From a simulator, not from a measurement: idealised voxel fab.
process module | voxel wiring stack
cross-section cut | 175 nm wide | cells 5 nm
A cross-section is a grid of square cells, given in bands from the top down. A band is one or more rows of cells.
Each band's line starts with the height of the band's top and of its bottom, in nm. Then come its materials from left to right, each with its width in nm. One material with "throughout" fills the band from edge to edge. "air" is empty space.
Height 0 is the level under which the wafer as received is all one material. The lowest band goes on downwards, as in "0 down".
A width such as "30 to 40" changes by the same amount from each row of cells to the next, from the band's top row to its bottom row.
"no change" after a step means that no cell of the cross-section changed.
closed voids: empty space of 8 cells or more with no open way to the top, each as width x height at its distance from the left edge, in nm
after a step's settings: what the simulator itself notes on the step
overlay nm, on a step with a mask: how far to the right of its planned place the mask lay; to the left if negative
plan
1 op RECEIVE | material Si
2 op CONFORMAL_DEP | material SiO2 | thk nm 15
3 op DIRECTIONAL_DEP | material TiN | thk nm 5
4 op DIRECTIONAL_DEP | material Ru | thk nm 15
5 op MASKED_ETCH | tone cover | mask id METAL_1 | width nm 25 | pitch nm 55 | etch materials Ru | depth nm 15 | overlay nm 0
6 op MASKED_ETCH | tone cover | mask id METAL_1 | width nm 25 | pitch nm 55 | etch materials TiN | depth nm 5 | overlay nm 0
7 op FILL_DEP | material lowk | thk nm 5
8 op CMP | height nm 35
9 op CONFORMAL_DEP | material SiCN | thk nm 5
10 op DIRECTIONAL_DEP | material lowk | thk nm 10
11 op DIRECTIONAL_DEP | material aC | thk nm 15
12 op PATTERN | tone open | mask id PLUG_1 | material resist | width nm 15 | pitch nm 55 | thk nm 30 | overlay nm 0
13 op DIRECTIONAL_ETCH | etch materials aC | depth nm 15
14 op STRIP | etch materials resist
15 op DIRECTIONAL_ETCH | etch materials lowk | depth nm 10
16 op DIRECTIONAL_ETCH | etch materials SiCN | depth nm 5
17 op STRIP | etch materials aC
18 op CONFORMAL_DEP | material TiN | thk nm 5
19 op FILL_DEP | material Ru | thk nm 5
20 op CMP | height nm 50
21 op CONFORMAL_DEP | material SiCN | thk nm 5
22 op DIRECTIONAL_DEP | material SiO2 | thk nm 15
23 op PATTERN | tone open | mask id METAL_2 | material resist | width nm 25 | pitch nm 55 | thk nm 15 | overlay nm 0
24 op DIRECTIONAL_ETCH | etch materials SiO2 | depth nm 15
25 op DIRECTIONAL_ETCH | etch materials SiCN | depth nm 5
26 op STRIP | etch materials resist
27 op CONFORMAL_DEP | material TiN | thk nm 5
28 op FILL_DEP | material Ru | thk nm 5
29 op CMP | height nm 70
30 op CONFORMAL_DEP | material SiCN | thk nm 5
31 op DIRECTIONAL_DEP | material SiO2 | thk nm 30
32 op MASKED_ETCH | tone open | mask id METAL_3_HOLES | width nm 15 | etch materials SiO2 | depth nm 30 | overlay nm 0
33 op MASKED_ETCH | tone open | mask id METAL_3 | width nm 25 | pitch nm 55 | etch materials SiO2 | depth nm 15 | overlay nm 0
34 op MASKED_ETCH | tone open | mask id METAL_3 | width nm 25 | pitch nm 55 | etch materials SiCN | depth nm 5 | overlay nm 0
35 op CONFORMAL_DEP | material TiN | thk nm 5
36 op FILL_DEP | material Ru | thk nm 5
37 op CMP | height nm 105
38 op CONFORMAL_DEP | material SiCN | thk nm 5
as received, after step 1
  0 down: Si throughout
  closed voids: none
a wafer at the end: this start, this plan, one mistake
  110 to 105: SiCN throughout
  105 to 95: SiO2 45 | TiN 5 | Ru 15 | TiN 5 | SiO2 30 | TiN 5 | Ru 15 | TiN 5 | SiO2 50
  95 to 90: SiO2 45 | TiN 5 | Ru 5 | TiN 15 | SiO2 30 | TiN 25 | SiO2 50
  90 to 75: SiO2 45 | TiN 5 | Ru 5 | TiN 5 | SiO2 115
  75 to 70: SiCN 45 | TiN 15 | SiCN 115
  70 to 55: SiO2 45 | TiN 5 | Ru 15 | TiN 5 | SiO2 30 | TiN 5 | Ru 15 | TiN 5 | SiO2 50
  55 to 50: SiCN 45 | TiN 25 | SiCN 30 | TiN 25 | SiCN 50
  50 to 40: lowk 45 | TiN 5 | Ru 5 | TiN 5 | lowk 40 | TiN 5 | Ru 5 | TiN 5 | lowk 60
  40 to 35: SiCN 45 | TiN 15 | SiCN 40 | TiN 15 | SiCN 60
  35 to 30: lowk 45 | TiN 25 | lowk 30 | TiN 25 | lowk 50
  30 to 0: SiO2 throughout
  0 down: Si throughout
  closed voids: none
what went wrong: step 2 was run twice
